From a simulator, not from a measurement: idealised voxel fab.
Presented below is a process module, voxel transistor to metal.
Square cell edge 5 nm, section width 160 nm, ID cut.
A cross-section in this document is a grid of square cells, and it is written down as bands, the top band listed before the ones below it; a band is made up of one or more rows of cells. A band entry consists of two parts. The first gives the height of the band's top and the height of its bottom, in nm. The rest lists the band's materials from left to right, each with its width in nm. A single material labelled with the word "everywhere" fills the band from edge to edge, and the word "air" marks empty space. Heads up on the height convention: 0 is the point under which the incoming wafer is all one material, and the lowest band has no bottom, it just keeps going down, like "top 0, no bottom". A width given as "30..40" starts at the first number in the band's top row and ends at the second number in its bottom row, shifting by an equal amount at every step from row to row. "no alteration" for a step: no cell of the cross-section changed in that step. Any empty space of 8 cells or more lacking an open way to the top shows up in "Trapped void list" as width x height at distance, distance from the left edge, in nm. What comes after the settings on a step's line is commentary from the simulator itself on that step. overlay nm: step with mask; distance mask lay right of planned place; negative value = left of planned place.

## Process steps (planned)
step 1: op RECEIVE | material Si
step 2: op OXIDIZE | depth nm 5
step 3: op CONFORMAL_DEP | material SiN | thk nm 10
step 4: op DIRECTIONAL_DEP | material aC | thk nm 10
step 5: op PATTERN | tone cover | mask id ACTIVE | material resist | width nm 120 | thk nm 25 | overlay nm 0
step 6: op DIRECTIONAL_ETCH | etch materials aC | depth nm 10
step 7: op STRIP | etch materials resist
step 8: op DIRECTIONAL_ETCH | etch materials SiN | depth nm 10
step 9: op DIRECTIONAL_ETCH | etch materials SiO2 | depth nm 5
step 10: op DIRECTIONAL_ETCH | etch materials Si | depth nm 20
step 11: op STRIP | etch materials aC
step 12: op OXIDIZE | depth nm 5
step 13: op FILL_DEP | material SiO2 | thk nm 5
step 14: op CMP | height nm 10
step 15: op SELECTIVE_ETCH | etch materials SiO2 | depth nm 5
step 16: op STRIP | etch materials SiN
step 17: op SELECTIVE_ETCH | etch materials SiO2 | depth nm 5
step 18: op OXIDIZE | depth nm 5
step 19: op DIRECTIONAL_DEP | material polySi | thk nm 30
step 20: op DIRECTIONAL_DEP | material SiCN | thk nm 10
step 21: op PATTERN | tone cover | mask id GATE | material resist | width nm 20 | thk nm 15 | overlay nm 0
step 22: op DIRECTIONAL_ETCH | etch materials SiCN | depth nm 20
step 23: op DIRECTIONAL_ETCH | etch materials polySi | depth nm 40
step 24: op STRIP | etch materials resist
step 25: op CONFORMAL_DEP | material SiN | thk nm 10
step 26: op DIRECTIONAL_ETCH | etch materials SiN | depth nm 10
step 27: op DIRECTIONAL_ETCH | etch materials SiO2 | depth nm 5
step 28: op EPI | material nSi | thk nm 5
step 29: op FILL_DEP | material SiO2 | thk nm 5
step 30: op CMP | height nm 35
step 31: op DIRECTIONAL_DEP | material SiO2 | thk nm 15
step 32: op MASKED_ETCH | tone open | mask id CONTACT | width nm 35 | pitch nm 65 | etch materials SiO2 | depth nm 55 | overlay nm 0
step 33: op CONFORMAL_DEP | material TiN | thk nm 5
step 34: op FILL_DEP | material Ru | thk nm 10
step 35: op CMP | height nm 50
step 36: op CONFORMAL_DEP | material SiN | thk nm 5
step 37: op DIRECTIONAL_DEP | material SiO2 | thk nm 25
step 38: op DIRECTIONAL_DEP | material aC | thk nm 15
step 39: op PATTERN | tone open | mask id METAL_1 | material resist | width nm 20 | pitch nm 80 | thk nm 30 | overlay nm 0
step 40: op DIRECTIONAL_ETCH | etch materials aC | depth nm 15
step 41: op STRIP | etch materials resist
step 42: op DIRECTIONAL_ETCH | etch materials SiO2 | depth nm 25
step 43: op DIRECTIONAL_ETCH | etch materials SiN | depth nm 5
step 44: op STRIP | etch materials aC
step 45: op CONFORMAL_DEP | material TiN | thk nm 5
step 46: op FILL_DEP | material W | thk nm 5
step 47: op CMP | height nm 80
step 48: op CONFORMAL_DEP | material SiN | thk nm 5

## first wafer, as planned

## The cross-section here shows the wafer as received, i.e. in its state after step 1
	top 0, no bottom | Si everywhere
	Trapped void list: none

## After step 2: wafer cross-section
	top 0, bottom -5 | SiO2 everywhere
	Below a height of -5, the structure has not been altered.

## After step 3: wafer cross-section
	top 10, bottom 0 | SiN everywhere
	Below a height of 0, the structure has not been altered.

## After step 4: wafer cross-section
	top 20, bottom 10 | aC everywhere
	Below a height of 10, the structure has not been altered.

## After step 5: wafer cross-section
	top 45, bottom 20 | air 20 nm; resist 120 nm; air 20 nm
	Below a height of 20, the structure has not been altered.

## After step 6: wafer cross-section
	top 35, bottom 20 | air 20 nm; resist 120 nm; air 20 nm
	top 20, bottom 10 | air 20 nm; aC 120 nm; air 20 nm
	Below a height of 10, the structure has not been altered.

## After step 7: wafer cross-section
	top 20, bottom 10 | air 20 nm; aC 120 nm; air 20 nm
	Below a height of 10, the structure has not been altered.

## After step 8: wafer cross-section
	top 20, bottom 10 | air 20 nm; aC 120 nm; air 20 nm
	top 10, bottom 0 | air 20 nm; SiN 120 nm; air 20 nm
	Below a height of 0, the structure has not been altered.

## After step 9: wafer cross-section
	top 20, bottom 10 | air 20 nm; aC 120 nm; air 20 nm
	top 10, bottom 0 | air 20 nm; SiN 120 nm; air 20 nm
	top 0, bottom -5 | air 20 nm; SiO2 120 nm; air 20 nm
	Below a height of -5, the structure has not been altered.

## After step 10: wafer cross-section
	top 20, bottom 10 | air 20 nm; aC 120 nm; air 20 nm
	top 10, bottom 0 | air 20 nm; SiN 120 nm; air 20 nm
	top 0, bottom -5 | air 20 nm; SiO2 120 nm; air 20 nm
	top -5, bottom -25 | air 20 nm; Si 120 nm; air 20 nm
	Below a height of -25, the structure has not been altered.

## After step 11: wafer cross-section
	top 10, bottom 0 | air 20 nm; SiN 120 nm; air 20 nm
	Below a height of 0, the structure has not been altered.

## After step 12: wafer cross-section
	top 10, bottom 0 | air 20 nm; SiN 120 nm; air 20 nm
	top 0, bottom -5 | air 20 nm; SiO2 120 nm; air 20 nm
	top -5, bottom -25 | air 20 nm; SiO2 5 nm; Si 110 nm; SiO2 5 nm; air 20 nm
	top -25, bottom -30 | SiO2 25 nm; Si 110 nm; SiO2 25 nm
	Below a height of -30, the structure has not been altered.

## After step 13: wafer cross-section
	top 15, bottom 10 | SiO2 everywhere
	top 10, bottom 0 | SiO2 20 nm; SiN 120 nm; SiO2 20 nm
	top 0, bottom -5 | SiO2 everywhere
	top -5, bottom -30 | SiO2 25 nm; Si 110 nm; SiO2 25 nm
	Below a height of -30, the structure has not been altered.

## After step 14: wafer cross-section
	top 10, bottom 0 | SiO2 20 nm; SiN 120 nm; SiO2 20 nm
	Below a height of 0, the structure has not been altered.

## After step 15: wafer cross-section
	top 10, bottom 5 | air 20 nm; SiN 120 nm; air 20 nm
	Below a height of 5, the structure has not been altered.

## After step 16: wafer cross-section
	top 5, bottom 0 | SiO2 20 nm; air 120 nm; SiO2 20 nm
	Below a height of 0, the structure has not been altered.

## After step 17: wafer cross-section
	top 0, bottom -5 | SiO2 15 nm; air 130 nm; SiO2 15 nm
	Below a height of -5, the structure has not been altered.

## After step 18: wafer cross-section
	top 0, bottom -5 | SiO2 15 nm; air 130 nm; SiO2 15 nm
	top -5, bottom -10 | SiO2 everywhere
	Below a height of -10, the structure has not been altered.

## After step 19: wafer cross-section
	top 30, bottom 25 | polySi 15 nm; air 130 nm; polySi 15 nm
	top 25, bottom 0 | polySi everywhere
	top 0, bottom -5 | SiO2 15 nm; polySi 130 nm; SiO2 15 nm
	Below a height of -5, the structure has not been altered.

## After step 20: wafer cross-section
	top 40, bottom 35 | SiCN 15 nm; air 130 nm; SiCN 15 nm
	top 35, bottom 30 | SiCN everywhere
	top 30, bottom 25 | polySi 15 nm; SiCN 130 nm; polySi 15 nm
	Below a height of 25, the structure has not been altered.

## After step 21: wafer cross-section
	top 55, bottom 40 | air 70 nm; resist 20 nm; air 70 nm
	top 40, bottom 35 | SiCN 15 nm; air 55 nm; resist 20 nm; air 55 nm; SiCN 15 nm
	Below a height of 35, the structure has not been altered.

## After step 22: wafer cross-section
	top 55, bottom 35 | air 70 nm; resist 20 nm; air 70 nm
	top 35, bottom 30 | air 70 nm; SiCN 20 nm; air 70 nm
	top 30, bottom 25 | polySi 15 nm; air 55 nm; SiCN 20 nm; air 55 nm; polySi 15 nm
	Below a height of 25, the structure has not been altered.

## After step 23: wafer cross-section
	top 55, bottom 35 | air 70 nm; resist 20 nm; air 70 nm
	top 35, bottom 25 | air 70 nm; SiCN 20 nm; air 70 nm
	top 25, bottom 0 | air 70 nm; polySi 20 nm; air 70 nm
	top 0, bottom -5 | SiO2 15 nm; air 55 nm; polySi 20 nm; air 55 nm; SiO2 15 nm
	Below a height of -5, the structure has not been altered.

## After step 24: wafer cross-section
	top 35, bottom 25 | air 70 nm; SiCN 20 nm; air 70 nm
	Below a height of 25, the structure has not been altered.

## After step 25: wafer cross-section
	top 45, bottom 35 | air 60 nm; SiN 40 nm; air 60 nm
	top 35, bottom 25 | air 60 nm; SiN 10 nm; SiCN 20 nm; SiN 10 nm; air 60 nm
	top 25, bottom 10 | air 60 nm; SiN 10 nm; polySi 20 nm; SiN 10 nm; air 60 nm
	top 10, bottom 5 | SiN 25 nm; air 35 nm; SiN 10 nm; polySi 20 nm; SiN 10 nm; air 35 nm; SiN 25 nm
	top 5, bottom 0 | SiN 70 nm; polySi 20 nm; SiN 70 nm
	top 0, bottom -5 | SiO2 15 nm; SiN 55 nm; polySi 20 nm; SiN 55 nm; SiO2 15 nm
	Below a height of -5, the structure has not been altered.

## After step 26: wafer cross-section
	top 35, bottom 25 | air 60 nm; SiN 10 nm; SiCN 20 nm; SiN 10 nm; air 60 nm
	top 25, bottom 0 | air 60 nm; SiN 10 nm; polySi 20 nm; SiN 10 nm; air 60 nm
	top 0, bottom -5 | SiO2 15 nm; SiN 10 nm; air 35 nm; SiN 10 nm; polySi 20 nm; SiN 10 nm; air 35 nm; SiN 10 nm; SiO2 15 nm
	Below a height of -5, the structure has not been altered.

## After step 27: wafer cross-section
	top 35, bottom 25 | air 60 nm; SiN 10 nm; SiCN 20 nm; SiN 10 nm; air 60 nm
	top 25, bottom 0 | air 60 nm; SiN 10 nm; polySi 20 nm; SiN 10 nm; air 60 nm
	top 0, bottom -5 | air 15 nm; SiN 10 nm; air 35 nm; SiN 10 nm; polySi 20 nm; SiN 10 nm; air 35 nm; SiN 10 nm; air 15 nm
	top -5, bottom -10 | SiO2 25 nm; air 35 nm; SiO2 40 nm; air 35 nm; SiO2 25 nm
	Below a height of -10, the structure has not been altered.

## After step 28: wafer cross-section
	top 35, bottom 25 | air 60 nm; SiN 10 nm; SiCN 20 nm; SiN 10 nm; air 60 nm
	top 25, bottom 0 | air 60 nm; SiN 10 nm; polySi 20 nm; SiN 10 nm; air 60 nm
	top 0, bottom -5 | air 15 nm; SiN 10 nm; air 35 nm; SiN 10 nm; polySi 20 nm; SiN 10 nm; air 35 nm; SiN 10 nm; air 15 nm
	top -5, bottom -10 | SiO2 25 nm; nSi 35 nm; SiO2 40 nm; nSi 35 nm; SiO2 25 nm
	Below a height of -10, the structure has not been altered.

## After step 29: wafer cross-section
	top 40, bottom 35 | SiO2 everywhere
	top 35, bottom 25 | SiO2 60 nm; SiN 10 nm; SiCN 20 nm; SiN 10 nm; SiO2 60 nm
	top 25, bottom 0 | SiO2 60 nm; SiN 10 nm; polySi 20 nm; SiN 10 nm; SiO2 60 nm
	top 0, bottom -5 | SiO2 15 nm; SiN 10 nm; SiO2 35 nm; SiN 10 nm; polySi 20 nm; SiN 10 nm; SiO2 35 nm; SiN 10 nm; SiO2 15 nm
	Below a height of -5, the structure has not been altered.

## After step 30: wafer cross-section
	top 35, bottom 25 | SiO2 60 nm; SiN 10 nm; SiCN 20 nm; SiN 10 nm; SiO2 60 nm
	Below a height of 25, the structure has not been altered.

## After step 31: wafer cross-section
	top 50, bottom 35 | SiO2 everywhere
	Below a height of 35, the structure has not been altered.

## After step 32: wafer cross-section
	top 50, bottom 35 | SiO2 30 nm; air 35 nm; SiO2 30 nm; air 35 nm; SiO2 30 nm
	top 35, bottom 25 | SiO2 30 nm; air 30 nm; SiN 10 nm; SiCN 20 nm; SiN 10 nm; air 30 nm; SiO2 30 nm
	top 25, bottom 0 | SiO2 30 nm; air 30 nm; SiN 10 nm; polySi 20 nm; SiN 10 nm; air 30 nm; SiO2 30 nm
	top 0, bottom -5 | SiO2 15 nm; SiN 10 nm; SiO2 5 nm; air 30 nm; SiN 10 nm; polySi 20 nm; SiN 10 nm; air 30 nm; SiO2 5 nm; SiN 10 nm; SiO2 15 nm
	Below a height of -5, the structure has not been altered.

## After step 33: wafer cross-section
	top 55, bottom 50 | TiN 35 nm; air 25 nm; TiN 40 nm; air 25 nm; TiN 35 nm
	top 50, bottom 40 | SiO2 30 nm; TiN 5 nm; air 25 nm; TiN 5 nm; SiO2 30 nm; TiN 5 nm; air 25 nm; TiN 5 nm; SiO2 30 nm
	top 40, bottom 35 | SiO2 30 nm; TiN 5 nm; air 20 nm; TiN 10 nm; SiO2 30 nm; TiN 10 nm; air 20 nm; TiN 5 nm; SiO2 30 nm
	top 35, bottom 25 | SiO2 30 nm; TiN 5 nm; air 20 nm; TiN 5 nm; SiN 10 nm; SiCN 20 nm; SiN 10 nm; TiN 5 nm; air 20 nm; TiN 5 nm; SiO2 30 nm
	top 25, bottom 0 | SiO2 30 nm; TiN 5 nm; air 20 nm; TiN 5 nm; SiN 10 nm; polySi 20 nm; SiN 10 nm; TiN 5 nm; air 20 nm; TiN 5 nm; SiO2 30 nm
	top 0, bottom -5 | SiO2 15 nm; SiN 10 nm; SiO2 5 nm; TiN 30 nm; SiN 10 nm; polySi 20 nm; SiN 10 nm; TiN 30 nm; SiO2 5 nm; SiN 10 nm; SiO2 15 nm
	Below a height of -5, the structure has not been altered.

## After step 34: wafer cross-section
	top 65, bottom 55 | Ru everywhere
	top 55, bottom 50 | TiN 35 nm; Ru 25 nm; TiN 40 nm; Ru 25 nm; TiN 35 nm
	top 50, bottom 40 | SiO2 30 nm; TiN 5 nm; Ru 25 nm; TiN 5 nm; SiO2 30 nm; TiN 5 nm; Ru 25 nm; TiN 5 nm; SiO2 30 nm
	top 40, bottom 35 | SiO2 30 nm; TiN 5 nm; Ru 20 nm; TiN 10 nm; SiO2 30 nm; TiN 10 nm; Ru 20 nm; TiN 5 nm; SiO2 30 nm
	top 35, bottom 25 | SiO2 30 nm; TiN 5 nm; Ru 20 nm; TiN 5 nm; SiN 10 nm; SiCN 20 nm; SiN 10 nm; TiN 5 nm; Ru 20 nm; TiN 5 nm; SiO2 30 nm
	top 25, bottom 0 | SiO2 30 nm; TiN 5 nm; Ru 20 nm; TiN 5 nm; SiN 10 nm; polySi 20 nm; SiN 10 nm; TiN 5 nm; Ru 20 nm; TiN 5 nm; SiO2 30 nm
	Below a height of 0, the structure has not been altered.

## After step 35: wafer cross-section
	top 50, bottom 40 | SiO2 30 nm; TiN 5 nm; Ru 25 nm; TiN 5 nm; SiO2 30 nm; TiN 5 nm; Ru 25 nm; TiN 5 nm; SiO2 30 nm
	Below a height of 40, the structure has not been altered.

## After step 36: wafer cross-section
	top 55, bottom 50 | SiN everywhere
	Below a height of 50, the structure has not been altered.

## After step 37: wafer cross-section
	top 80, bottom 55 | SiO2 everywhere
	Below a height of 55, the structure has not been altered.

## After step 38: wafer cross-section
	top 95, bottom 80 | aC everywhere
	Below a height of 80, the structure has not been altered.

## After step 39: wafer cross-section
	top 125, bottom 95 | resist 30 nm; air 20 nm; resist 60 nm; air 20 nm; resist 30 nm
	Below a height of 95, the structure has not been altered.

## After step 40: wafer cross-section
	top 110, bottom 95 | resist 30 nm; air 20 nm; resist 60 nm; air 20 nm; resist 30 nm
	top 95, bottom 80 | aC 30 nm; air 20 nm; aC 60 nm; air 20 nm; aC 30 nm
	Below a height of 80, the structure has not been altered.

## After step 41: wafer cross-section
	top 95, bottom 80 | aC 30 nm; air 20 nm; aC 60 nm; air 20 nm; aC 30 nm
	Below a height of 80, the structure has not been altered.

## After step 42: wafer cross-section
	top 95, bottom 80 | aC 30 nm; air 20 nm; aC 60 nm; air 20 nm; aC 30 nm
	top 80, bottom 55 | SiO2 30 nm; air 20 nm; SiO2 60 nm; air 20 nm; SiO2 30 nm
	Below a height of 55, the structure has not been altered.

## After step 43: wafer cross-section
	top 95, bottom 80 | aC 30 nm; air 20 nm; aC 60 nm; air 20 nm; aC 30 nm
	top 80, bottom 55 | SiO2 30 nm; air 20 nm; SiO2 60 nm; air 20 nm; SiO2 30 nm
	top 55, bottom 50 | SiN 30 nm; air 20 nm; SiN 60 nm; air 20 nm; SiN 30 nm
	Below a height of 50, the structure has not been altered.

## After step 44: wafer cross-section
	top 80, bottom 55 | SiO2 30 nm; air 20 nm; SiO2 60 nm; air 20 nm; SiO2 30 nm
	Below a height of 55, the structure has not been altered.

## After step 45: wafer cross-section
	top 85, bottom 80 | TiN 35 nm; air 10 nm; TiN 70 nm; air 10 nm; TiN 35 nm
	top 80, bottom 55 | SiO2 30 nm; TiN 5 nm; air 10 nm; TiN 5 nm; SiO2 60 nm; TiN 5 nm; air 10 nm; TiN 5 nm; SiO2 30 nm
	top 55, bottom 50 | SiN 30 nm; TiN 20 nm; SiN 60 nm; TiN 20 nm; SiN 30 nm
	Below a height of 50, the structure has not been altered.

## After step 46: wafer cross-section
	top 90, bottom 85 | W everywhere
	top 85, bottom 80 | TiN 35 nm; W 10 nm; TiN 70 nm; W 10 nm; TiN 35 nm
	top 80, bottom 55 | SiO2 30 nm; TiN 5 nm; W 10 nm; TiN 5 nm; SiO2 60 nm; TiN 5 nm; W 10 nm; TiN 5 nm; SiO2 30 nm
	Below a height of 55, the structure has not been altered.

## After step 47: wafer cross-section
	top 80, bottom 55 | SiO2 30 nm; TiN 5 nm; W 10 nm; TiN 5 nm; SiO2 60 nm; TiN 5 nm; W 10 nm; TiN 5 nm; SiO2 30 nm
	Below a height of 55, the structure has not been altered.

## After step 48: wafer cross-section
	top 85, bottom 80 | SiN everywhere
	Below a height of 80, the structure has not been altered.

## Regarding the second of the two wafers: it shared the first wafer's starting condition and process plan, yet one error occurred during its execution. Its history coincides with that of the first wafer up to and including step 34

Cross-sectional representation of the second wafer at the time designated in the plan for the completion of step 35: no alteration

## Cross-sectional representation of the second wafer at the time designated in the plan for the completion of step 36
	top 70, bottom 65 | SiN everywhere
	Below a height of 65, the structure has not been altered.

## Cross-sectional representation of the second wafer at the time designated in the plan for the completion of step 37
	top 95, bottom 70 | SiO2 everywhere
	Below a height of 70, the structure has not been altered.

## Cross-sectional representation of the second wafer at the time designated in the plan for the completion of step 38
	top 110, bottom 95 | aC everywhere
	Below a height of 95, the structure has not been altered.

## Cross-sectional representation of the second wafer at the time designated in the plan for the completion of step 39
	top 140, bottom 110 | resist 30 nm; air 20 nm; resist 60 nm; air 20 nm; resist 30 nm
	Below a height of 110, the structure has not been altered.

## Cross-sectional representation of the second wafer at the time designated in the plan for the completion of step 40
	top 125, bottom 110 | resist 30 nm; air 20 nm; resist 60 nm; air 20 nm; resist 30 nm
	top 110, bottom 95 | aC 30 nm; air 20 nm; aC 60 nm; air 20 nm; aC 30 nm
	Below a height of 95, the structure has not been altered.

## Cross-sectional representation of the second wafer at the time designated in the plan for the completion of step 41
	top 110, bottom 95 | aC 30 nm; air 20 nm; aC 60 nm; air 20 nm; aC 30 nm
	Below a height of 95, the structure has not been altered.

## Cross-sectional representation of the second wafer at the time designated in the plan for the completion of step 42
	top 110, bottom 95 | aC 30 nm; air 20 nm; aC 60 nm; air 20 nm; aC 30 nm
	top 95, bottom 70 | SiO2 30 nm; air 20 nm; SiO2 60 nm; air 20 nm; SiO2 30 nm
	Below a height of 70, the structure has not been altered.

## Cross-sectional representation of the second wafer at the time designated in the plan for the completion of step 43
	top 110, bottom 95 | aC 30 nm; air 20 nm; aC 60 nm; air 20 nm; aC 30 nm
	top 95, bottom 70 | SiO2 30 nm; air 20 nm; SiO2 60 nm; air 20 nm; SiO2 30 nm
	top 70, bottom 65 | SiN 30 nm; air 20 nm; SiN 60 nm; air 20 nm; SiN 30 nm
	Below a height of 65, the structure has not been altered.

## Cross-sectional representation of the second wafer at the time designated in the plan for the completion of step 44
	top 95, bottom 70 | SiO2 30 nm; air 20 nm; SiO2 60 nm; air 20 nm; SiO2 30 nm
	Below a height of 70, the structure has not been altered.

## Cross-sectional representation of the second wafer at the time designated in the plan for the completion of step 45
	top 100, bottom 95 | TiN 35 nm; air 10 nm; TiN 70 nm; air 10 nm; TiN 35 nm
	top 95, bottom 70 | SiO2 30 nm; TiN 5 nm; air 10 nm; TiN 5 nm; SiO2 60 nm; TiN 5 nm; air 10 nm; TiN 5 nm; SiO2 30 nm
	top 70, bottom 65 | SiN 30 nm; TiN 20 nm; SiN 60 nm; TiN 20 nm; SiN 30 nm
	Below a height of 65, the structure has not been altered.

## Cross-sectional representation of the second wafer at the time designated in the plan for the completion of step 46
	top 105, bottom 100 | W everywhere
	top 100, bottom 95 | TiN 35 nm; W 10 nm; TiN 70 nm; W 10 nm; TiN 35 nm
	top 95, bottom 70 | SiO2 30 nm; TiN 5 nm; W 10 nm; TiN 5 nm; SiO2 60 nm; TiN 5 nm; W 10 nm; TiN 5 nm; SiO2 30 nm
	Below a height of 70, the structure has not been altered.

## Cross-sectional representation of the second wafer at the time designated in the plan for the completion of step 47
	top 80, bottom 70 | SiO2 30 nm; TiN 5 nm; W 10 nm; TiN 5 nm; SiO2 60 nm; TiN 5 nm; W 10 nm; TiN 5 nm; SiO2 30 nm
	Below a height of 70, the structure has not been altered.

## Cross-sectional representation of the second wafer at the time designated in the plan for the completion of step 48
	top 85, bottom 80 | SiN everywhere
	Below a height of 80, the structure has not been altered.
Deviation noted in wafer processing: step 35 was dropped from the plan's execution and never run
Cell-count delta at end, second wafer over first, by material: +74 Ru; -72 SiO2; +10 TiN; -12 W
